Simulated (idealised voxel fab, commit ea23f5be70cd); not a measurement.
Process module name: voxel tone inversion
The cross-section shown here is cut; it is 300 nm wide and divided into square cells measuring 5 nm on a side.
Format of a cross-section: grid, square cells. Given as bands. Order: top down. Band: one or more rows of cells.
Read a band's entry like this: the first values are the height of its top and the height of its bottom in nm, and what follows is the sequence of materials from left to right, each with its width in nm. Note that "air" is empty space, and that a single material marked "all across" reaches across the band from edge to edge.
The reference from which all heights are counted is 0, the level beneath which the as-received wafer is entirely one material; the lowest band, having no lower bound, proceeds downward and is written after the example "top 0, no bottom".
The width entry "30 to 40" should be interpreted row by row: the top row of cells in the band takes the first number, the bottom row takes the second number, and the change between adjacent rows is uniform throughout.
Given "nothing different" for a step, no cell of the cross-section differs between before and after that step.
In the "Closed void register" entry, you get each enclosed empty space of 8 cells or more, one with no open way to the top, written width x height at distance, distance from the left edge, in nm.
Anything after a step's settings on that line? It's the simulator's own note about the step.
When a step includes a mask, the "overlay nm" setting on its line states how far to the right of its planned place that mask lay, and negative values state how far to the left.
Everything after this point is organized in pairs: a cross-section before one process step, a cross-section after it that shows only as deep as the lowest changed band, and, under the pair, the intervening step with its settings. Because different runs of this module on the same starting wafer can supply different pairs, a pair continues from the pair above it only if its entry headed "Pre-step geometry" says so.
## Pre-step geometry
* top 0, no bottom = Si all across
* Closed void register: none
## Section After Processing
* top 10, bottom 0 = SiN all across
* Everything below 0 is unchanged.
* Closed void register: none
The step carried out between the cross-section before it and the cross-section after it, both shown above, is CONFORMAL_DEP with material SiN, thk nm 10
Pre-step geometry: Reference is made to the cross-section shown after the step in the pair directly above, which represents the state prior to this step.
## Section After Processing
* top 35, bottom 10 = aC all across
* Everything below 10 is unchanged.
* Closed void register: none
The step carried out between the cross-section before it and the cross-section after it, both shown above, is DIRECTIONAL_DEP with material aC, thk nm 25
Pre-step geometry: Reference is made to the cross-section shown after the step in the pair directly above, which represents the state prior to this step.
## Section After Processing
* top 70, bottom 35 = air (120)  resist (20)  air (15)  resist (20)  air (125)
* Everything below 35 is unchanged.
* Closed void register: none
The step carried out between the cross-section before it and the cross-section after it, both shown above, is PATTERN with tone cover, mask id POSTS, material resist, width nm 20, pitch nm 35, thk nm 35, overlay nm 0
Pre-step geometry: Reference is made to the cross-section shown after the step in the pair directly above, which represents the state prior to this step.
## Section After Processing
* top 45, bottom 35 = air (120)  resist (20)  air (15)  resist (20)  air (125)
* top 35, bottom 10 = air (120)  aC (20)  air (15)  aC (20)  air (125)
* Everything below 10 is unchanged.
* Closed void register: none
The step carried out between the cross-section before it and the cross-section after it, both shown above, is DIRECTIONAL_ETCH with etch materials aC, depth nm 25
Pre-step geometry: Reference is made to the cross-section shown after the step in the pair directly above, which represents the state prior to this step.
## Section After Processing
* top 35, bottom 10 = air (120)  aC (20)  air (15)  aC (20)  air (125)
* Everything below 10 is unchanged.
* Closed void register: none
The step carried out between the cross-section before it and the cross-section after it, both shown above, is STRIP with etch materials resist
Pre-step geometry: Reference is made to the cross-section shown after the step in the pair directly above, which represents the state prior to this step.
## Section After Processing
* top 40, bottom 35 = SiO2 all across
* top 35, bottom 10 = SiO2 (120)  aC (20)  SiO2 (15)  aC (20)  SiO2 (125)
* Everything below 10 is unchanged.
* Closed void register: none
The step carried out between the cross-section before it and the cross-section after it, both shown above, is FILL_DEP with material SiO2, thk nm 5
Pre-step geometry: Reference is made to the cross-section shown after the step in the pair directly above, which represents the state prior to this step.
## Section After Processing
* top 35, bottom 10 = SiO2 (120)  aC (20)  SiO2 (15)  aC (20)  SiO2 (125)
* Everything below 10 is unchanged.
* Closed void register: none
The step carried out between the cross-section before it and the cross-section after it, both shown above, is CMP with height nm 35
Pre-step geometry: Reference is made to the cross-section shown after the step in the pair directly above, which represents the state prior to this step.
## Section After Processing
* top 35, bottom 10 = SiO2 (120)  air (20)  SiO2 (15)  air (20)  SiO2 (125)
* Everything below 10 is unchanged.
* Closed void register: none
The step carried out between the cross-section before it and the cross-section after it, both shown above, is STRIP with etch materials aC
## Pre-step geometry
* top 0, no bottom = Si all across
* Closed void register: none
## Section After Processing
* top 25, bottom 0 = aC all across
* Everything below 0 is unchanged.
* Closed void register: none
The step carried out between the cross-section before it and the cross-section after it, both shown above, is DIRECTIONAL_DEP with material aC, thk nm 25
Pre-step geometry: Reference is made to the cross-section shown after the step in the pair directly above, which represents the state prior to this step.
## Section After Processing
* top 35, bottom 25 = SiN all across
* Everything below 25 is unchanged.
* Closed void register: none
The step carried out between the cross-section before it and the cross-section after it, both shown above, is CONFORMAL_DEP with material SiN, thk nm 10
Pre-step geometry: Reference is made to the cross-section shown after the step in the pair directly above, which represents the state prior to this step.
## Section After Processing
* top 70, bottom 35 = air (120)  resist (20)  air (15)  resist (20)  air (125)
* Everything below 35 is unchanged.
* Closed void register: none
The step carried out between the cross-section before it and the cross-section after it, both shown above, is PATTERN with tone cover, mask id POSTS, material resist, width nm 20, pitch nm 35, thk nm 35, overlay nm 0
Pre-step geometry: Reference is made to the cross-section shown after the step in the pair directly above, which represents the state prior to this step.
## Section After Processing
* top 45, bottom 35 = air (120)  resist (20)  air (15)  resist (20)  air (125)
* Everything below 35 is unchanged.
* Closed void register: none
The step carried out between the cross-section before it and the cross-section after it, both shown above, is DIRECTIONAL_ETCH with etch materials aC, depth nm 25
Pre-step geometry: Reference is made to the cross-section shown after the step in the pair directly above, which represents the state prior to this step.
## Section After Processing
* top 35, bottom 25 = SiN all across
* Everything below 25 is unchanged.
* Closed void register: none
The step carried out between the cross-section before it and the cross-section after it, both shown above, is STRIP with etch materials resist
Pre-step geometry: Reference is made to the cross-section shown after the step in the pair directly above, which represents the state prior to this step.
## Section After Processing
* top 40, bottom 35 = SiO2 all across
* Everything below 35 is unchanged.
* Closed void register: none
The step carried out between the cross-section before it and the cross-section after it, both shown above, is FILL_DEP with material SiO2, thk nm 5
Pre-step geometry: Reference is made to the cross-section shown after the step in the pair directly above, which represents the state prior to this step.
## Section After Processing
* top 35, bottom 25 = SiN all across
* Everything below 25 is unchanged.
* Closed void register: none
The step carried out between the cross-section before it and the cross-section after it, both shown above, is CMP with height nm 35
## Pre-step geometry
* top 10, bottom 0 = SiN all across
* top 0, no bottom = Si all across
* Closed void register: none
## Section After Processing
* top 30, bottom 10 = aC all across
* Everything below 10 is unchanged.
* Closed void register: none
The step carried out between the cross-section before it and the cross-section after it, both shown above, is DIRECTIONAL_DEP with material aC, thk nm 20
Pre-step geometry: Reference is made to the cross-section shown after the step in the pair directly above, which represents the state prior to this step.
## Section After Processing
* top 65, bottom 30 = air (120)  resist (20)  air (15)  resist (20)  air (125)
* Everything below 30 is unchanged.
* Closed void register: none
The step carried out between the cross-section before it and the cross-section after it, both shown above, is PATTERN with tone cover, mask id POSTS, material resist, width nm 20, pitch nm 35, thk nm 35, overlay nm 0
Pre-step geometry: Reference is made to the cross-section shown after the step in the pair directly above, which represents the state prior to this step.
## Section After Processing
* top 40, bottom 30 = air (120)  resist (20)  air (15)  resist (20)  air (125)
* top 30, bottom 10 = air (120)  aC (20)  air (15)  aC (20)  air (125)
* Everything below 10 is unchanged.
* Closed void register: none
The step carried out between the cross-section before it and the cross-section after it, both shown above, is DIRECTIONAL_ETCH with etch materials aC, depth nm 25
Pre-step geometry: Reference is made to the cross-section shown after the step in the pair directly above, which represents the state prior to this step.
## Section After Processing
* top 30, bottom 10 = air (120)  aC (20)  air (15)  aC (20)  air (125)
* Everything below 10 is unchanged.
* Closed void register: none
The step carried out between the cross-section before it and the cross-section after it, both shown above, is STRIP with etch materials resist
Pre-step geometry: Reference is made to the cross-section shown after the step in the pair directly above, which represents the state prior to this step.
## Section After Processing
* top 35, bottom 30 = SiO2 all across
* top 30, bottom 10 = SiO2 (120)  aC (20)  SiO2 (15)  aC (20)  SiO2 (125)
* Everything below 10 is unchanged.
* Closed void register: none
The step carried out between the cross-section before it and the cross-section after it, both shown above, is FILL_DEP with material SiO2, thk nm 5
## Pre-step geometry
* top 35, bottom 10 = aC all across
* top 10, bottom 0 = SiN all across
* top 0, no bottom = Si all across
* Closed void register: none
## Section After Processing
* top 70, bottom 35 = air (125)  resist (15)  air (20)  resist (15)  air (125)
* Everything below 35 is unchanged.
* Closed void register: none
The step carried out between the cross-section before it and the cross-section after it, both shown above, is PATTERN with tone cover, mask id POSTS, material resist, width nm 15, pitch nm 35, thk nm 35, overlay nm 0
Pre-step geometry: Reference is made to the cross-section shown after the step in the pair directly above, which represents the state prior to this step.
## Section After Processing
* top 45, bottom 35 = air (125)  resist (15)  air (20)  resist (15)  air (125)
* top 35, bottom 10 = air (125)  aC (15)  air (20)  aC (15)  air (125)
* Everything below 10 is unchanged.
* Closed void register: none
The step carried out between the cross-section before it and the cross-section after it, both shown above, is DIRECTIONAL_ETCH with etch materials aC, depth nm 25
Pre-step geometry: Reference is made to the cross-section shown after the step in the pair directly above, which represents the state prior to this step.
## Section After Processing
* top 35, bottom 10 = air (125)  aC (15)  air (20)  aC (15)  air (125)
* Everything below 10 is unchanged.
* Closed void register: none
The step carried out between the cross-section before it and the cross-section after it, both shown above, is STRIP with etch materials resist
Pre-step geometry: Reference is made to the cross-section shown after the step in the pair directly above, which represents the state prior to this step.
## Section After Processing
* top 40, bottom 35 = SiO2 all across
* top 35, bottom 10 = SiO2 (125)  aC (15)  SiO2 (20)  aC (15)  SiO2 (125)
* Everything below 10 is unchanged.
* Closed void register: none
The step carried out between the cross-section before it and the cross-section after it, both shown above, is FILL_DEP with material SiO2, thk nm 5
Pre-step geometry: Reference is made to the cross-section shown after the step in the pair directly above, which represents the state prior to this step.
## Section After Processing
* top 35, bottom 10 = SiO2 (125)  aC (15)  SiO2 (20)  aC (15)  SiO2 (125)
* Everything below 10 is unchanged.
* Closed void register: none
The step carried out between the cross-section before it and the cross-section after it, both shown above, is CMP with height nm 35
Pre-step geometry: Reference is made to the cross-section shown after the step in the pair directly above, which represents the state prior to this step.
## Section After Processing
* top 35, bottom 10 = SiO2 (125)  air (15)  SiO2 (20)  air (15)  SiO2 (125)
* Everything below 10 is unchanged.
* Closed void register: none
The step carried out between the cross-section before it and the cross-section after it, both shown above, is STRIP with etch materials aC
## Pre-step geometry
* top 35, bottom 10 = aC all across
* top 10, bottom 0 = SiN all across
* top 0, no bottom = Si all across
* Closed void register: none
## Section After Processing
* top 70, bottom 35 = air (115)  resist (20)  air (15)  resist (20)  air (130)
* Everything below 35 is unchanged.
* Closed void register: none
The step carried out between the cross-section before it and the cross-section after it, both shown above, is PATTERN with tone cover, mask id POSTS, material resist, width nm 20, pitch nm 35, thk nm 35, overlay nm -5
Pre-step geometry: Reference is made to the cross-section shown after the step in the pair directly above, which represents the state prior to this step.
## Section After Processing
* top 45, bottom 35 = air (115)  resist (20)  air (15)  resist (20)  air (130)
* top 35, bottom 10 = air (115)  aC (20)  air (15)  aC (20)  air (130)
* Everything below 10 is unchanged.
* Closed void register: none
The step carried out between the cross-section before it and the cross-section after it, both shown above, is DIRECTIONAL_ETCH with etch materials aC, depth nm 25
Pre-step geometry: Reference is made to the cross-section shown after the step in the pair directly above, which represents the state prior to this step.
## Section After Processing
* top 35, bottom 10 = air (115)  aC (20)  air (15)  aC (20)  air (130)
* Everything below 10 is unchanged.
* Closed void register: none
The step carried out between the cross-section before it and the cross-section after it, both shown above, is STRIP with etch materials resist
Pre-step geometry: Reference is made to the cross-section shown after the step in the pair directly above, which represents the state prior to this step.
## Section After Processing
* top 40, bottom 35 = SiO2 all across
* top 35, bottom 10 = SiO2 (115)  aC (20)  SiO2 (15)  aC (20)  SiO2 (130)
* Everything below 10 is unchanged.
* Closed void register: none
The step carried out between the cross-section before it and the cross-section after it, both shown above, is FILL_DEP with material SiO2, thk nm 5
Pre-step geometry: Reference is made to the cross-section shown after the step in the pair directly above, which represents the state prior to this step.
## Section After Processing
* top 35, bottom 10 = SiO2 (115)  aC (20)  SiO2 (15)  aC (20)  SiO2 (130)
* Everything below 10 is unchanged.
* Closed void register: none
The step carried out between the cross-section before it and the cross-section after it, both shown above, is CMP with height nm 35
Pre-step geometry: Reference is made to the cross-section shown after the step in the pair directly above, which represents the state prior to this step.
## Section After Processing
* top 35, bottom 10 = SiO2 (115)  air (20)  SiO2 (15)  air (20)  SiO2 (130)
* Everything below 10 is unchanged.
* Closed void register: none
The step carried out between the cross-section before it and the cross-section after it, both shown above, is STRIP with etch materials aC
## Pre-step geometry
* top 0, no bottom = Si all across
* Closed void register: none
## Section After Processing
* top 10, bottom 0 = SiO2 all across
* Everything below 0 is unchanged.
* Closed void register: none
The step carried out between the cross-section before it and the cross-section after it, both shown above, is CONFORMAL_DEP with material SiO2, thk nm 10
Pre-step geometry: Reference is made to the cross-section shown after the step in the pair directly above, which represents the state prior to this step.
## Section After Processing
* top 35, bottom 10 = aC all across
* Everything below 10 is unchanged.
* Closed void register: none
The step carried out between the cross-section before it and the cross-section after it, both shown above, is DIRECTIONAL_DEP with material aC, thk nm 25
Pre-step geometry: Reference is made to the cross-section shown after the step in the pair directly above, which represents the state prior to this step.
## Section After Processing
* top 70, bottom 35 = air (120)  resist (20)  air (15)  resist (20)  air (125)
* Everything below 35 is unchanged.
* Closed void register: none
The step carried out between the cross-section before it and the cross-section after it, both shown above, is PATTERN with tone cover, mask id POSTS, material resist, width nm 20, pitch nm 35, thk nm 35, overlay nm 0
Pre-step geometry: Reference is made to the cross-section shown after the step in the pair directly above, which represents the state prior to this step.
## Section After Processing
* top 45, bottom 35 = air (120)  resist (20)  air (15)  resist (20)  air (125)
* top 35, bottom 10 = air (120)  aC (20)  air (15)  aC (20)  air (125)
* Everything below 10 is unchanged.
* Closed void register: none
The step carried out between the cross-section before it and the cross-section after it, both shown above, is DIRECTIONAL_ETCH with etch materials aC, depth nm 25
Pre-step geometry: Reference is made to the cross-section shown after the step in the pair directly above, which represents the state prior to this step.
## Section After Processing
* top 35, bottom 10 = air (120)  aC (20)  air (15)  aC (20)  air (125)
* Everything below 10 is unchanged.
* Closed void register: none
The step carried out between the cross-section before it and the cross-section after it, both shown above, is STRIP with etch materials resist
Pre-step geometry: Reference is made to the cross-section shown after the step in the pair directly above, which represents the state prior to this step.
## Section After Processing
* top 40, bottom 35 = SiO2 all across
* top 35, bottom 10 = SiO2 (120)  aC (20)  SiO2 (15)  aC (20)  SiO2 (125)
* Everything below 10 is unchanged.
* Closed void register: none
The step carried out between the cross-section before it and the cross-section after it, both shown above, is FILL_DEP with material SiO2, thk nm 5
Pre-step geometry: Reference is made to the cross-section shown after the step in the pair directly above, which represents the state prior to this step.
## Section After Processing
* top 35, bottom 10 = SiO2 (120)  aC (20)  SiO2 (15)  aC (20)  SiO2 (125)
* Everything below 10 is unchanged.
* Closed void register: none
The step carried out between the cross-section before it and the cross-section after it, both shown above, is CMP with height nm 35
Pre-step geometry: Reference is made to the cross-section shown after the step in the pair directly above, which represents the state prior to this step.
## Section After Processing
* top 35, bottom 10 = SiO2 (120)  air (20)  SiO2 (15)  air (20)  SiO2 (125)
* Everything below 10 is unchanged.
* Closed void register: none
The step carried out between the cross-section before it and the cross-section after it, both shown above, is STRIP with etch materials aC
## Pre-step geometry
* top 35, bottom 10 = aC all across
* top 10, bottom 0 = SiN all across
* top 0, no bottom = Si all across
* Closed void register: none
## Section After Processing
* top 70, bottom 35 = resist (120)  air (20)  resist (15)  air (20)  resist (125)
* Everything below 35 is unchanged.
* Closed void register: none
The step carried out between the cross-section before it and the cross-section after it, both shown above, is PATTERN with tone open, mask id POSTS, material resist, width nm 20, pitch nm 35, thk nm 35, overlay nm 0
Pre-step geometry: Reference is made to the cross-section shown after the step in the pair directly above, which represents the state prior to this step.
## Section After Processing
* top 45, bottom 35 = resist (120)  air (20)  resist (15)  air (20)  resist (125)
* top 35, bottom 10 = aC (120)  air (20)  aC (15)  air (20)  aC (125)
* Everything below 10 is unchanged.
* Closed void register: none
The step carried out between the cross-section before it and the cross-section after it, both shown above, is DIRECTIONAL_ETCH with etch materials aC, depth nm 25
Pre-step geometry: Reference is made to the cross-section shown after the step in the pair directly above, which represents the state prior to this step.
## Section After Processing
* top 35, bottom 10 = aC (120)  air (20)  aC (15)  air (20)  aC (125)
* Everything below 10 is unchanged.
* Closed void register: none
The step carried out between the cross-section before it and the cross-section after it, both shown above, is STRIP with etch materials resist
Pre-step geometry: Reference is made to the cross-section shown after the step in the pair directly above, which represents the state prior to this step.
## Section After Processing
* top 40, bottom 35 = SiO2 all across
* top 35, bottom 10 = aC (120)  SiO2 (20)  aC (15)  SiO2 (20)  aC (125)
* Everything below 10 is unchanged.
* Closed void register: none
The step carried out between the cross-section before it and the cross-section after it, both shown above, is FILL_DEP with material SiO2, thk nm 5
Pre-step geometry: Reference is made to the cross-section shown after the step in the pair directly above, which represents the state prior to this step.
## Section After Processing
* top 35, bottom 10 = aC (120)  SiO2 (20)  aC (15)  SiO2 (20)  aC (125)
* Everything below 10 is unchanged.
* Closed void register: none
The step carried out between the cross-section before it and the cross-section after it, both shown above, is CMP with height nm 35
Pre-step geometry: Reference is made to the cross-section shown after the step in the pair directly above, which represents the state prior to this step.
## Section After Processing
* top 35, bottom 10 = air (120)  SiO2 (20)  air (15)  SiO2 (20)  air (125)
* Everything below 10 is unchanged.
* Closed void register: none
The step carried out between the cross-section before it and the cross-section after it, both shown above, is STRIP with etch materials aC
